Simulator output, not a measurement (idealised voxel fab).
The process module that follows is named voxel spacer lines.
Section cut is 180 nm wide and gridded with 5 nm square cells.
Cross-section, as written here: a square-cell grid given band by band from the top down, where a band holds one or more rows of cells. Top, bottom (nm), then materials left to right with widths (nm); lone material tagged "edge to edge" fills the whole band edge to edge; "empty" = empty space. Basically, 0 is our baseline, since under it the wafer straight out of the box is all one material. The bottom band has no lower end and keeps on going down, so it looks like "0 nm and below". Note: "30..40" means the width goes from the first number (top row of the band) to the second number (bottom row) in equal steps per row of cells. Where a step carries "left unchanged", the cross-section came out of it unchanged, cell for cell. This entry, "Enclosed void listing", enumerates those empty regions of no fewer than 8 cells that possess no open connection to the top. Each region is reported in the form width x height at distance, the distance being taken from the left edge, with all three quantities expressed in nm. Anything after a step's settings on that line? It's the simulator's own note about the step. The line of a step may include "overlay nm". On a step with a mask, this value is how far to the right of its planned place the mask lay. A negative value means the mask lay to the left. The remainder of this document consists of a sequence of paired cross-sections. Each pair presents the cross-section prior to one process step together with the cross-section following it, the latter being rendered only as deep as the lowest band that underwent change. The intervening step, together with its settings, is stated beneath each pair. Because the pairs may originate from different runs of this module on the same starting wafer, a given pair is to be read as continuing from the preceding pair only where its entry headed "Cross-section, before" so indicates.
Cross-section, before:
0 nm and below: Si edge to edge
Enclosed void listing: none
Cut View, Post-Step:
5 nm to 0 nm: Al2O3 edge to edge
Below a height of 0, the structure has not been altered.
Enclosed void listing: none
Process step (between the before and after cross-sections above): CONFORMAL_DEP: material Al2O3, thk nm 5
Cross-section, before: we pick up right where the pair above leaves off, with its after cross-section.
Cut View, Post-Step:
20 nm to 5 nm: TiN edge to edge
Below a height of 5, the structure has not been altered.
Enclosed void listing: none
Process step (between the before and after cross-sections above): DIRECTIONAL_DEP: material TiN, thk nm 15
Cross-section, before: we pick up right where the pair above leaves off, with its after cross-section.
Cut View, Post-Step:
45 nm to 20 nm: polySi edge to edge
Below a height of 20, the structure has not been altered.
Enclosed void listing: none
Process step (between the before and after cross-sections above): DIRECTIONAL_DEP: material polySi, thk nm 25
Cross-section, before: we pick up right where the pair above leaves off, with its after cross-section.
Cut View, Post-Step:
75 nm to 45 nm: empty=35, then resist=25, then empty=55, then resist=25, then empty=40
Below a height of 45, the structure has not been altered.
Enclosed void listing: none
Process step (between the before and after cross-sections above): PATTERN: tone cover, mask id MANDREL, material resist, width nm 25, pitch nm 80, thk nm 30, overlay nm 0
Cross-section, before: we pick up right where the pair above leaves off, with its after cross-section.
Cut View, Post-Step:
75 nm to 45 nm: empty=35, then resist=25, then empty=55, then resist=25, then empty=40
45 nm to 20 nm: empty=35, then polySi=25, then empty=55, then polySi=25, then empty=40
Below a height of 20, the structure has not been altered.
Enclosed void listing: none
Process step (between the before and after cross-sections above): DIRECTIONAL_ETCH: etch materials polySi, depth nm 25
Cross-section, before: we pick up right where the pair above leaves off, with its after cross-section.
Cut View, Post-Step:
45 nm to 20 nm: empty=35, then polySi=25, then empty=55, then polySi=25, then empty=40
Below a height of 20, the structure has not been altered.
Enclosed void listing: none
Process step (between the before and after cross-sections above): STRIP: etch materials resist
Cross-section, before: we pick up right where the pair above leaves off, with its after cross-section.
Cut View, Post-Step:
60 nm to 45 nm: empty=20, then SiO2=55, then empty=25, then SiO2=55, then empty=25
45 nm to 35 nm: empty=20, then SiO2=15, then polySi=25, then SiO2=15, then empty=25, then SiO2=15, then polySi=25, then SiO2=15, then empty=25
35 nm to 20 nm: SiO2=35, then polySi=25, then SiO2=55, then polySi=25, then SiO2=40
Below a height of 20, the structure has not been altered.
Enclosed void listing: none
Process step (between the before and after cross-sections above): CONFORMAL_DEP: material SiO2, thk nm 15
Cross-section, before: we pick up right where the pair above leaves off, with its after cross-section.
Cut View, Post-Step:
45 nm to 20 nm: empty=20, then SiO2=15, then polySi=25, then SiO2=15, then empty=25, then SiO2=15, then polySi=25, then SiO2=15, then empty=25
Below a height of 20, the structure has not been altered.
Enclosed void listing: none
Process step (between the before and after cross-sections above): DIRECTIONAL_ETCH: etch materials SiO2, depth nm 15
Cross-section, before: we pick up right where the pair above leaves off, with its after cross-section.
Cut View, Post-Step:
45 nm to 20 nm: empty=20, then SiO2=15, then empty=25, then SiO2=15, then empty=25, then SiO2=15, then empty=25, then SiO2=15, then empty=25
Below a height of 20, the structure has not been altered.
Enclosed void listing: none
Process step (between the before and after cross-sections above): STRIP: etch materials polySi
Cross-section, before: we pick up right where the pair above leaves off, with its after cross-section.
Cut View, Post-Step:
45 nm to 20 nm: empty=20, then SiO2=15, then empty=25, then SiO2=15, then empty=25, then SiO2=15, then empty=25, then SiO2=15, then empty=25
20 nm to 5 nm: empty=20, then TiN=15, then empty=25, then TiN=15, then empty=25, then TiN=15, then empty=25, then TiN=15, then empty=25
Below a height of 5, the structure has not been altered.
Enclosed void listing: none
Process step (between the before and after cross-sections above): DIRECTIONAL_ETCH: etch materials TiN, depth nm 15
Cross-section, before: we pick up right where the pair above leaves off, with its after cross-section.
Cut View, Post-Step:
20 nm to 5 nm: empty=20, then TiN=15, then empty=25, then TiN=15, then empty=25, then TiN=15, then empty=25, then TiN=15, then empty=25
Below a height of 5, the structure has not been altered.
Enclosed void listing: none
Process step (between the before and after cross-sections above): STRIP: etch materials SiO2
Cross-section, before:
0 nm and below: Si edge to edge
Enclosed void listing: none
Cut View, Post-Step:
15 nm to 0 nm: TiN edge to edge
Below a height of 0, the structure has not been altered.
Enclosed void listing: none
Process step (between the before and after cross-sections above): DIRECTIONAL_DEP: material TiN, thk nm 15
Cross-section, before: we pick up right where the pair above leaves off, with its after cross-section.
Cut View, Post-Step:
40 nm to 15 nm: polySi edge to edge
Below a height of 15, the structure has not been altered.
Enclosed void listing: none
Process step (between the before and after cross-sections above): DIRECTIONAL_DEP: material polySi, thk nm 25
Cross-section, before: we pick up right where the pair above leaves off, with its after cross-section.
Cut View, Post-Step:
70 nm to 40 nm: empty=35, then resist=25, then empty=55, then resist=25, then empty=40
Below a height of 40, the structure has not been altered.
Enclosed void listing: none
Process step (between the before and after cross-sections above): PATTERN: tone cover, mask id MANDREL, material resist, width nm 25, pitch nm 80, thk nm 30, overlay nm 0
Cross-section, before: we pick up right where the pair above leaves off, with its after cross-section.
Cut View, Post-Step:
70 nm to 40 nm: empty=35, then resist=25, then empty=55, then resist=25, then empty=40
40 nm to 15 nm: empty=35, then polySi=25, then empty=55, then polySi=25, then empty=40
Below a height of 15, the structure has not been altered.
Enclosed void listing: none
Process step (between the before and after cross-sections above): DIRECTIONAL_ETCH: etch materials polySi, depth nm 25
Cross-section, before: we pick up right where the pair above leaves off, with its after cross-section.
Cut View, Post-Step:
40 nm to 15 nm: empty=35, then polySi=25, then empty=55, then polySi=25, then empty=40
Below a height of 15, the structure has not been altered.
Enclosed void listing: none
Process step (between the before and after cross-sections above): STRIP: etch materials resist
Cross-section, before: we pick up right where the pair above leaves off, with its after cross-section.
Cut View, Post-Step:
55 nm to 40 nm: empty=20, then SiO2=55, then empty=25, then SiO2=55, then empty=25
40 nm to 30 nm: empty=20, then SiO2=15, then polySi=25, then SiO2=15, then empty=25, then SiO2=15, then polySi=25, then SiO2=15, then empty=25
30 nm to 15 nm: SiO2=35, then polySi=25, then SiO2=55, then polySi=25, then SiO2=40
Below a height of 15, the structure has not been altered.
Enclosed void listing: none
Process step (between the before and after cross-sections above): CONFORMAL_DEP: material SiO2, thk nm 15
Cross-section, before: we pick up right where the pair above leaves off, with its after cross-section.
Cut View, Post-Step:
40 nm to 15 nm: empty=20, then SiO2=15, then polySi=25, then SiO2=15, then empty=25, then SiO2=15, then polySi=25, then SiO2=15, then empty=25
Below a height of 15, the structure has not been altered.
Enclosed void listing: none
Process step (between the before and after cross-sections above): DIRECTIONAL_ETCH: etch materials SiO2, depth nm 15
Cross-section, before: we pick up right where the pair above leaves off, with its after cross-section.
Cut View, Post-Step:
40 nm to 15 nm: empty=20, then SiO2=15, then empty=25, then SiO2=15, then empty=25, then SiO2=15, then empty=25, then SiO2=15, then empty=25
Below a height of 15, the structure has not been altered.
Enclosed void listing: none
Process step (between the before and after cross-sections above): STRIP: etch materials polySi
Cross-section, before: we pick up right where the pair above leaves off, with its after cross-section.
Cut View, Post-Step:
40 nm to 15 nm: empty=20, then SiO2=15, then empty=25, then SiO2=15, then empty=25, then SiO2=15, then empty=25, then SiO2=15, then empty=25
15 nm to 0 nm: empty=20, then TiN=15, then empty=25, then TiN=15, then empty=25, then TiN=15, then empty=25, then TiN=15, then empty=25
Below a height of 0, the structure has not been altered.
Enclosed void listing: none
Process step (between the before and after cross-sections above): DIRECTIONAL_ETCH: etch materials TiN, depth nm 15
Cross-section, before: we pick up right where the pair above leaves off, with its after cross-section.
Cut View, Post-Step:
15 nm to 0 nm: empty=20, then TiN=15, then empty=25, then TiN=15, then empty=25, then TiN=15, then empty=25, then TiN=15, then empty=25
Below a height of 0, the structure has not been altered.
Enclosed void listing: none
Process step (between the before and after cross-sections above): STRIP: etch materials SiO2
Cross-section, before:
20 nm to 5 nm: TiN edge to edge
5 nm to 0 nm: Al2O3 edge to edge
0 nm and below: Si edge to edge
Enclosed void listing: none
Cut View, Post-Step:
35 nm to 5 nm: TiN edge to edge
Below a height of 5, the structure has not been altered.
Enclosed void listing: none
Process step (between the before and after cross-sections above): DIRECTIONAL_DEP: material TiN, thk nm 15
Cross-section, before: we pick up right where the pair above leaves off, with its after cross-section.
Cut View, Post-Step:
60 nm to 35 nm: polySi edge to edge
Below a height of 35, the structure has not been altered.
Enclosed void listing: none
Process step (between the before and after cross-sections above): DIRECTIONAL_DEP: material polySi, thk nm 25
Cross-section, before: we pick up right where the pair above leaves off, with its after cross-section.
Cut View, Post-Step:
90 nm to 60 nm: empty=35, then resist=25, then empty=55, then resist=25, then empty=40
Below a height of 60, the structure has not been altered.
Enclosed void listing: none
Process step (between the before and after cross-sections above): PATTERN: tone cover, mask id MANDREL, material resist, width nm 25, pitch nm 80, thk nm 30, overlay nm 0
Cross-section, before: we pick up right where the pair above leaves off, with its after cross-section.
Cut View, Post-Step:
90 nm to 60 nm: empty=35, then resist=25, then empty=55, then resist=25, then empty=40
60 nm to 35 nm: empty=35, then polySi=25, then empty=55, then polySi=25, then empty=40
Below a height of 35, the structure has not been altered.
Enclosed void listing: none
Process step (between the before and after cross-sections above): DIRECTIONAL_ETCH: etch materials polySi, depth nm 25
Cross-section, before: we pick up right where the pair above leaves off, with its after cross-section.
Cut View, Post-Step:
60 nm to 35 nm: empty=35, then polySi=25, then empty=55, then polySi=25, then empty=40
Below a height of 35, the structure has not been altered.
Enclosed void listing: none
Process step (between the before and after cross-sections above): STRIP: etch materials resist
Cross-section, before: we pick up right where the pair above leaves off, with its after cross-section.
Cut View, Post-Step:
75 nm to 60 nm: empty=20, then SiO2=55, then empty=25, then SiO2=55, then empty=25
60 nm to 50 nm: empty=20, then SiO2=15, then polySi=25, then SiO2=15, then empty=25, then SiO2=15, then polySi=25, then SiO2=15, then empty=25
50 nm to 35 nm: SiO2=35, then polySi=25, then SiO2=55, then polySi=25, then SiO2=40
Below a height of 35, the structure has not been altered.
Enclosed void listing: none
Process step (between the before and after cross-sections above): CONFORMAL_DEP: material SiO2, thk nm 15
Cross-section, before: we pick up right where the pair above leaves off, with its after cross-section.
Cut View, Post-Step:
60 nm to 35 nm: empty=20, then SiO2=15, then polySi=25, then SiO2=15, then empty=25, then SiO2=15, then polySi=25, then SiO2=15, then empty=25
Below a height of 35, the structure has not been altered.
Enclosed void listing: none
Process step (between the before and after cross-sections above): DIRECTIONAL_ETCH: etch materials SiO2, depth nm 15
Cross-section, before: we pick up right where the pair above leaves off, with its after cross-section.
Cut View, Post-Step:
60 nm to 35 nm: empty=20, then SiO2=15, then empty=25, then SiO2=15, then empty=25, then SiO2=15, then empty=25, then SiO2=15, then empty=25
Below a height of 35, the structure has not been altered.
Enclosed void listing: none
Process step (between the before and after cross-sections above): STRIP: etch materials polySi
Cross-section, before: we pick up right where the pair above leaves off, with its after cross-section.
Cut View, Post-Step:
60 nm to 35 nm: empty=20, then SiO2=15, then empty=25, then SiO2=15, then empty=25, then SiO2=15, then empty=25, then SiO2=15, then empty=25
35 nm to 20 nm: empty=20, then TiN=15, then empty=25, then TiN=15, then empty=25, then TiN=15, then empty=25, then TiN=15, then empty=25
Below a height of 20, the structure has not been altered.
Enclosed void listing: none
Process step (between the before and after cross-sections above): DIRECTIONAL_ETCH: etch materials TiN, depth nm 15
Cross-section, before: we pick up right where the pair above leaves off, with its after cross-section.
Cut View, Post-Step:
35 nm to 20 nm: empty=20, then TiN=15, then empty=25, then TiN=15, then empty=25, then TiN=15, then empty=25, then TiN=15, then empty=25
Below a height of 20, the structure has not been altered.
Enclosed void listing: none
Process step (between the before and after cross-sections above): STRIP: etch materials SiO2
Cross-section, before:
45 nm to 20 nm: empty=20, then SiO2=15, then polySi=25, then SiO2=15, then empty=25, then SiO2=15, then polySi=25, then SiO2=15, then empty=25
20 nm to 5 nm: TiN edge to edge
5 nm to 0 nm: Al2O3 edge to edge
0 nm and below: Si edge to edge
Enclosed void listing: none
Cut View, Post-Step:
45 nm to 20 nm: empty=20, then SiO2=15, then polySi=25, then SiO2=15, then empty=25, then SiO2=15, then polySi=25, then SiO2=15, then empty=25
20 nm to 5 nm: empty=20, then TiN=55, then empty=25, then TiN=55, then empty=25
Below a height of 5, the structure has not been altered.
Enclosed void listing: none
Process step (between the before and after cross-sections above): DIRECTIONAL_ETCH: etch materials TiN, depth nm 15
Cross-section, before: we pick up right where the pair above leaves off, with its after cross-section.
Cut View, Post-Step:
45 nm to 20 nm: empty=20, then SiO2=15, then empty=25, then SiO2=15, then empty=25, then SiO2=15, then empty=25, then SiO2=15, then empty=25
Below a height of 20, the structure has not been altered.
Enclosed void listing: none
Process step (between the before and after cross-sections above): STRIP: etch materials polySi
Cross-section, before: we pick up right where the pair above leaves off, with its after cross-section.
Cut View, Post-Step:
20 nm to 5 nm: empty=20, then TiN=55, then empty=25, then TiN=55, then empty=25
Below a height of 5, the structure has not been altered.
Enclosed void listing: none
Process step (between the before and after cross-sections above): STRIP: etch materials SiO2
Cross-section, before:
5 nm to 0 nm: Al2O3 edge to edge
0 nm and below: Si edge to edge
Enclosed void listing: none
Cut View, Post-Step:
10 nm to 5 nm: TiN edge to edge
Below a height of 5, the structure has not been altered.
Enclosed void listing: none
Process step (between the before and after cross-sections above): DIRECTIONAL_DEP: material TiN, thk nm 5
Cross-section, before: we pick up right where the pair above leaves off, with its after cross-section.
Cut View, Post-Step:
35 nm to 10 nm: polySi edge to edge
Below a height of 10, the structure has not been altered.
Enclosed void listing: none
Process step (between the before and after cross-sections above): DIRECTIONAL_DEP: material polySi, thk nm 25
Cross-section, before: we pick up right where the pair above leaves off, with its after cross-section.
Cut View, Post-Step:
65 nm to 35 nm: empty=35, then resist=25, then empty=55, then resist=25, then empty=40
Below a height of 35, the structure has not been altered.
Enclosed void listing: none
Process step (between the before and after cross-sections above): PATTERN: tone cover, mask id MANDREL, material resist, width nm 25, pitch nm 80, thk nm 30, overlay nm 0
Cross-section, before: we pick up right where the pair above leaves off, with its after cross-section.
Cut View, Post-Step:
65 nm to 35 nm: empty=35, then resist=25, then empty=55, then resist=25, then empty=40
35 nm to 10 nm: empty=35, then polySi=25, then empty=55, then polySi=25, then empty=40
Below a height of 10, the structure has not been altered.
Enclosed void listing: none
Process step (between the before and after cross-sections above): DIRECTIONAL_ETCH: etch materials polySi, depth nm 25
Cross-section, before: we pick up right where the pair above leaves off, with its after cross-section.
Cut View, Post-Step:
35 nm to 10 nm: empty=35, then polySi=25, then empty=55, then polySi=25, then empty=40
Below a height of 10, the structure has not been altered.
Enclosed void listing: none
Process step (between the before and after cross-sections above): STRIP: etch materials resist
Cross-section, before: we pick up right where the pair above leaves off, with its after cross-section.
Cut View, Post-Step:
50 nm to 35 nm: empty=20, then SiO2=55, then empty=25, then SiO2=55, then empty=25
35 nm to 25 nm: empty=20, then SiO2=15, then polySi=25, then SiO2=15, then empty=25, then SiO2=15, then polySi=25, then SiO2=15, then empty=25
25 nm to 10 nm: SiO2=35, then polySi=25, then SiO2=55, then polySi=25, then SiO2=40
Below a height of 10, the structure has not been altered.
Enclosed void listing: none
Process step (between the before and after cross-sections above): CONFORMAL_DEP: material SiO2, thk nm 15
Cross-section, before: we pick up right where the pair above leaves off, with its after cross-section.
Cut View, Post-Step:
35 nm to 10 nm: empty=20, then SiO2=15, then polySi=25, then SiO2=15, then empty=25, then SiO2=15, then polySi=25, then SiO2=15, then empty=25
Below a height of 10, the structure has not been altered.
Enclosed void listing: none
Process step (between the before and after cross-sections above): DIRECTIONAL_ETCH: etch materials SiO2, depth nm 15
Cross-section, before: we pick up right where the pair above leaves off, with its after cross-section.
Cut View, Post-Step:
35 nm to 10 nm: empty=20, then SiO2=15, then empty=25, then SiO2=15, then empty=25, then SiO2=15, then empty=25, then SiO2=15, then empty=25
Below a height of 10, the structure has not been altered.
Enclosed void listing: none
Process step (between the before and after cross-sections above): STRIP: etch materials polySi
Cross-section, before: we pick up right where the pair above leaves off, with its after cross-section.
Cut View, Post-Step:
35 nm to 10 nm: empty=20, then SiO2=15, then empty=25, then SiO2=15, then empty=25, then SiO2=15, then empty=25, then SiO2=15, then empty=25
10 nm to 5 nm: empty=20, then TiN=15, then empty=25, then TiN=15, then empty=25, then TiN=15, then empty=25, then TiN=15, then empty=25
Below a height of 5, the structure has not been altered.
Enclosed void listing: none
Process step (between the before and after cross-sections above): DIRECTIONAL_ETCH: etch materials TiN, depth nm 15
Cross-section, before: we pick up right where the pair above leaves off, with its after cross-section.
Cut View, Post-Step:
10 nm to 5 nm: empty=20, then TiN=15, then empty=25, then TiN=15, then empty=25, then TiN=15, then empty=25, then TiN=15, then empty=25
Below a height of 5, the structure has not been altered.
Enclosed void listing: none
Process step (between the before and after cross-sections above): STRIP: etch materials SiO2
Cross-section, before:
45 nm to 20 nm: polySi edge to edge
20 nm to 5 nm: TiN edge to edge
5 nm to 0 nm: Al2O3 edge to edge
0 nm and below: Si edge to edge
Enclosed void listing: none
Cut View, Post-Step:
75 nm to 45 nm: empty=35, then resist=30, then empty=50, then resist=30, then empty=35
Below a height of 45, the structure has not been altered.
Enclosed void listing: none
Process step (between the before and after cross-sections above): PATTERN: tone cover, mask id MANDREL, material resist, width nm 30, pitch nm 80, thk nm 30, overlay nm 0
Cross-section, before: we pick up right where the pair above leaves off, with its after cross-section.
Cut View, Post-Step:
75 nm to 45 nm: empty=35, then resist=30, then empty=50, then resist=30, then empty=35
45 nm to 20 nm: empty=35, then polySi=30, then empty=50, then polySi=30, then empty=35
Below a height of 20, the structure has not been altered.
Enclosed void listing: none
Process step (between the before and after cross-sections above): DIRECTIONAL_ETCH: etch materials polySi, depth nm 25
Cross-section, before: we pick up right where the pair above leaves off, with its after cross-section.
Cut View, Post-Step:
45 nm to 20 nm: empty=35, then polySi=30, then empty=50, then polySi=30, then empty=35
Below a height of 20, the structure has not been altered.
Enclosed void listing: none
Process step (between the before and after cross-sections above): STRIP: etch materials resist
Cross-section, before: we pick up right where the pair above leaves off, with its after cross-section.
Cut View, Post-Step:
60 nm to 45 nm: empty=20, then SiO2=60, then empty=20, then SiO2=60, then empty=20
45 nm to 35 nm: empty=20, then SiO2=15, then polySi=30, then SiO2=15, then empty=20, then SiO2=15, then polySi=30, then SiO2=15, then empty=20
35 nm to 20 nm: SiO2=35, then polySi=30, then SiO2=50, then polySi=30, then SiO2=35
Below a height of 20, the structure has not been altered.
Enclosed void listing: none
Process step (between the before and after cross-sections above): CONFORMAL_DEP: material SiO2, thk nm 15
Cross-section, before: we pick up right where the pair above leaves off, with its after cross-section.
Cut View, Post-Step:
45 nm to 20 nm: empty=20, then SiO2=15, then polySi=30, then SiO2=15, then empty=20, then SiO2=15, then polySi=30, then SiO2=15, then empty=20
Below a height of 20, the structure has not been altered.
Enclosed void listing: none
Process step (between the before and after cross-sections above): DIRECTIONAL_ETCH: etch materials SiO2, depth nm 15
Cross-section, before: we pick up right where the pair above leaves off, with its after cross-section.
Cut View, Post-Step:
45 nm to 20 nm: empty=20, then SiO2=15, then empty=30, then SiO2=15, then empty=20, then SiO2=15, then empty=30, then SiO2=15, then empty=20
Below a height of 20, the structure has not been altered.
Enclosed void listing: none
Process step (between the before and after cross-sections above): STRIP: etch materials polySi
Cross-section, before: we pick up right where the pair above leaves off, with its after cross-section.
Cut View, Post-Step:
45 nm to 20 nm: empty=20, then SiO2=15, then empty=30, then SiO2=15, then empty=20, then SiO2=15, then empty=30, then SiO2=15, then empty=20
20 nm to 5 nm: empty=20, then TiN=15, then empty=30, then TiN=15, then empty=20, then TiN=15, then empty=30, then TiN=15, then empty=20
Below a height of 5, the structure has not been altered.
Enclosed void listing: none
Process step (between the before and after cross-sections above): DIRECTIONAL_ETCH: etch materials TiN, depth nm 15
Cross-section, before: we pick up right where the pair above leaves off, with its after cross-section.
Cut View, Post-Step:
20 nm to 5 nm: empty=20, then TiN=15, then empty=30, then TiN=15, then empty=20, then TiN=15, then empty=30, then TiN=15, then empty=20
Below a height of 5, the structure has not been altered.
Enclosed void listing: none
Process step (between the before and after cross-sections above): STRIP: etch materials SiO2
Cross-section, before:
45 nm to 20 nm: polySi edge to edge
20 nm to 5 nm: TiN edge to edge
5 nm to 0 nm: Al2O3 edge to edge
0 nm and below: Si edge to edge
Enclosed void listing: none
Cut View, Post-Step:
75 nm to 45 nm: empty=45, then resist=25, then empty=55, then resist=25, then empty=30
Below a height of 45, the structure has not been altered.
Enclosed void listing: none
Process step (between the before and after cross-sections above): PATTERN: tone cover, mask id MANDREL, material resist, width nm 25, pitch nm 80, thk nm 30, overlay nm 10
Cross-section, before: we pick up right where the pair above leaves off, with its after cross-section.
Cut View, Post-Step:
75 nm to 45 nm: empty=45, then resist=25, then empty=55, then resist=25, then empty=30
45 nm to 20 nm: empty=45, then polySi=25, then empty=55, then polySi=25, then empty=30
Below a height of 20, the structure has not been altered.
Enclosed void listing: none
Process step (between the before and after cross-sections above): DIRECTIONAL_ETCH: etch materials polySi, depth nm 25
Cross-section, before: we pick up right where the pair above leaves off, with its after cross-section.
Cut View, Post-Step:
45 nm to 20 nm: empty=45, then polySi=25, then empty=55, then polySi=25, then empty=30
Below a height of 20, the structure has not been altered.
Enclosed void listing: none
Process step (between the before and after cross-sections above): STRIP: etch materials resist
Cross-section, before: we pick up right where the pair above leaves off, with its after cross-section.
Cut View, Post-Step:
60 nm to 45 nm: empty=30, then SiO2=55, then empty=25, then SiO2=55, then empty=15
45 nm to 35 nm: empty=30, then SiO2=15, then polySi=25, then SiO2=15, then empty=25, then SiO2=15, then polySi=25, then SiO2=15, then empty=15
35 nm to 20 nm: SiO2=45, then polySi=25, then SiO2=55, then polySi=25, then SiO2=30
Below a height of 20, the structure has not been altered.
Enclosed void listing: none
Process step (between the before and after cross-sections above): CONFORMAL_DEP: material SiO2, thk nm 15
Cross-section, before: we pick up right where the pair above leaves off, with its after cross-section.
Cut View, Post-Step:
45 nm to 20 nm: empty=30, then SiO2=15, then polySi=25, then SiO2=15, then empty=25, then SiO2=15, then polySi=25, then SiO2=15, then empty=15
Below a height of 20, the structure has not been altered.
Enclosed void listing: none
Process step (between the before and after cross-sections above): DIRECTIONAL_ETCH: etch materials SiO2, depth nm 15
Cross-section, before: we pick up right where the pair above leaves off, with its after cross-section.
Cut View, Post-Step:
45 nm to 20 nm: empty=30, then SiO2=15, then empty=25, then SiO2=15, then empty=25, then SiO2=15, then empty=25, then SiO2=15, then empty=15
Below a height of 20, the structure has not been altered.
Enclosed void listing: none
Process step (between the before and after cross-sections above): STRIP: etch materials polySi
Cross-section, before: we pick up right where the pair above leaves off, with its after cross-section.
Cut View, Post-Step:
45 nm to 20 nm: empty=30, then SiO2=15, then empty=25, then SiO2=15, then empty=25, then SiO2=15, then empty=25, then SiO2=15, then empty=15
20 nm to 5 nm: empty=30, then TiN=15, then empty=25, then TiN=15, then empty=25, then TiN=15, then empty=25, then TiN=15, then empty=15
Below a height of 5, the structure has not been altered.
Enclosed void listing: none
Process step (between the before and after cross-sections above): DIRECTIONAL_ETCH: etch materials TiN, depth nm 15
Cross-section, before: we pick up right where the pair above leaves off, with its after cross-section.
Cut View, Post-Step:
20 nm to 5 nm: empty=30, then TiN=15, then empty=25, then TiN=15, then empty=25, then TiN=15, then empty=25, then TiN=15, then empty=15
Below a height of 5, the structure has not been altered.
Enclosed void listing: none
Process step (between the before and after cross-sections above): STRIP: etch materials SiO2
Cross-section, before:
45 nm to 20 nm: empty=35, then polySi=25, then empty=55, then polySi=25, then empty=40
20 nm to 5 nm: TiN edge to edge
5 nm to 0 nm: Al2O3 edge to edge
0 nm and below: Si edge to edge
Enclosed void listing: none
Cut View, Post-Step:
60 nm to 45 nm: empty=20, then TiN=55, then empty=25, then TiN=55, then empty=25
45 nm to 35 nm: empty=20, then TiN=15, then polySi=25, then TiN=15, then empty=25, then TiN=15, then polySi=25, then TiN=15, then empty=25
35 nm to 20 nm: TiN=35, then polySi=25, then TiN=55, then polySi=25, then TiN=40
Below a height of 20, the structure has not been altered.
Enclosed void listing: none
Process step (between the before and after cross-sections above): CONFORMAL_DEP: material TiN, thk nm 15
Cross-section, before: we pick up right where the pair above leaves off, with its after cross-section.
Cut View, Post-Step:
45 nm to 20 nm: empty=20, then TiN=15, then polySi=25, then TiN=15, then empty=25, then TiN=15, then polySi=25, then TiN=15, then empty=25
Below a height of 20, the structure has not been altered.
Enclosed void listing: none
Process step (between the before and after cross-sections above): DIRECTIONAL_ETCH: etch materials TiN, depth nm 15
Cross-section, before:
45 nm to 20 nm: polySi edge to edge
20 nm to 5 nm: TiN edge to edge
5 nm to 0 nm: Al2O3 edge to edge
0 nm and below: Si edge to edge
Enclosed void listing: none
Cut View, Post-Step:
75 nm to 45 nm: resist=35, then empty=25, then resist=55, then empty=25, then resist=40
Below a height of 45, the structure has not been altered.
Enclosed void listing: none
Process step (between the before and after cross-sections above): PATTERN: tone open, mask id MANDREL, material resist, width nm 25, pitch nm 80, thk nm 30, overlay nm 0
Cross-section, before: we pick up right where the pair above leaves off, with its after cross-section.
Cut View, Post-Step:
75 nm to 45 nm: resist=35, then empty=25, then resist=55, then empty=25, then resist=40
45 nm to 20 nm: polySi=35, then empty=25, then polySi=55, then empty=25, then polySi=40
Below a height of 20, the structure has not been altered.
Enclosed void listing: none
Process step (between the before and after cross-sections above): DIRECTIONAL_ETCH: etch materials polySi, depth nm 25
Cross-section, before: we pick up right where the pair above leaves off, with its after cross-section.
Cut View, Post-Step:
45 nm to 20 nm: polySi=35, then empty=25, then polySi=55, then empty=25, then polySi=40
Below a height of 20, the structure has not been altered.
Enclosed void listing: none
Process step (between the before and after cross-sections above): STRIP: etch materials resist
Cross-section, before: we pick up right where the pair above leaves off, with its after cross-section.
Cut View, Post-Step:
60 nm to 45 nm: SiO2 edge to edge
45 nm to 20 nm: polySi=35, then SiO2=25, then polySi=55, then SiO2=25, then polySi=40
Below a height of 20, the structure has not been altered.
Enclosed void listing: none
Process step (between the before and after cross-sections above): CONFORMAL_DEP: material SiO2, thk nm 15
Cross-section, before: we pick up right where the pair above leaves off, with its after cross-section.
Cut View, Post-Step:
45 nm to 20 nm: polySi=35, then SiO2=25, then polySi=55, then SiO2=25, then polySi=40
Below a height of 20, the structure has not been altered.
Enclosed void listing: none
Process step (between the before and after cross-sections above): DIRECTIONAL_ETCH: etch materials SiO2, depth nm 15
Cross-section, before: we pick up right where the pair above leaves off, with its after cross-section.
Cut View, Post-Step:
45 nm to 20 nm: empty=35, then SiO2=25, then empty=55, then SiO2=25, then empty=40
Below a height of 20, the structure has not been altered.
Enclosed void listing: none
Process step (between the before and after cross-sections above): STRIP: etch materials polySi
Cross-section, before: we pick up right where the pair above leaves off, with its after cross-section.
Cut View, Post-Step:
45 nm to 20 nm: empty=35, then SiO2=25, then empty=55, then SiO2=25, then empty=40
20 nm to 5 nm: empty=35, then TiN=25, then empty=55, then TiN=25, then empty=40
Below a height of 5, the structure has not been altered.
Enclosed void listing: none
Process step (between the before and after cross-sections above): DIRECTIONAL_ETCH: etch materials TiN, depth nm 15
Cross-section, before: we pick up right where the pair above leaves off, with its after cross-section.
Cut View, Post-Step:
20 nm to 5 nm: empty=35, then TiN=25, then empty=55, then TiN=25, then empty=40
Below a height of 5, the structure has not been altered.
Enclosed void listing: none
Process step (between the before and after cross-sections above): STRIP: etch materials SiO2
